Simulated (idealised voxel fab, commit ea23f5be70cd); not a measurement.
Module name: voxel self aligned contacts (process module)
cross-section cut | 255 nm wide | cells 5 nm
Just so we're on the same page, the cross-sections are grids of square cells, and they're listed out in bands top to bottom, each band one or more rows deep. Top height, bottom height, nm. Materials left to right, width each, nm. Single material + "all across" = fills band edge to edge. "air" = empty. Zero point of the height axis is 0; under it, received wafer = one material. Lowest band: continues down indefinitely, "0 and below". A two-number width, for instance "30..40", indicates that the width is equal to the first number in the top row of the band and to the second number in the bottom row, and that it changes by a constant amount per row of cells. "all unchanged" (step): cross-section cells unchanged, all of them. If an empty space has no open way to the top and is at least 8 cells in size, "Cavities, sealed" lists it, written width x height at distance, where distance is measured from the left edge and every value is in nm. If you see something after the settings on a step's line, that's the simulator's own remark about that step. Each step line may optionally specify "overlay nm", which for a step with a mask gives the rightward distance between the mask's planned place and where it lay, a negative value indicating the leftward direction.

### Steps planned for the process
1,RECEIVE,material Si
2,CONFORMAL_DEP,material SiO2,thk nm 5
3,DIRECTIONAL_DEP,material polySi,thk nm 25
4,DIRECTIONAL_DEP,material SiN,thk nm 25
5,PATTERN,tone cover,mask id GATE,material resist,width nm 35,pitch nm 75,thk nm 15,overlay nm 0
6,DIRECTIONAL_ETCH,etch materials SiN,depth nm 25
7,DIRECTIONAL_ETCH,etch materials polySi,depth nm 25
8,STRIP,etch materials resist
9,CONFORMAL_DEP,material SiN,thk nm 10
10,DIRECTIONAL_ETCH,etch materials SiN,depth nm 10
11,FILL_DEP,material SiO2,thk nm 15
12,CMP,height nm 65
13,MASKED_ETCH,tone open,mask id CONTACT,width nm 50,pitch nm 75,etch materials SiO2,depth nm 65,overlay nm 0
14,CONFORMAL_DEP,material TiN,thk nm 5
15,FILL_DEP,material Ru,thk nm 10
16,CMP,height nm 65
17,CONFORMAL_DEP,material SiN,thk nm 5

### The cross-section here shows the wafer as received, i.e. in its state after step 1
  0 and below: Si all across
  Cavities, sealed: none

### The following cross-section depicts the wafer upon conclusion of the module. Processing commenced from the starting condition illustrated above and adhered to the plan illustrated above, save for one mistake in execution
  70 down to 65: SiN all across
  65 down to 55: Ru all across
  55 down to 30: Ru (25), then SiN (55), then Ru (20), then SiN (55), then Ru (20), then SiN (55), then Ru (25)
  30 down to 5: Ru (25), then SiN (10), then polySi (35), then SiN (10), then Ru (20), then SiN (10), then polySi (35), then SiN (10), then Ru (20), then SiN (10), then polySi (35), then SiN (10), then Ru (25)
  5 down to 0: SiO2 all across
  0 and below: Si all across
  Cavities, sealed: none
Run error: step 11 deviated from plan and actually ran as FILL_DEP,material Ru,thk nm 15
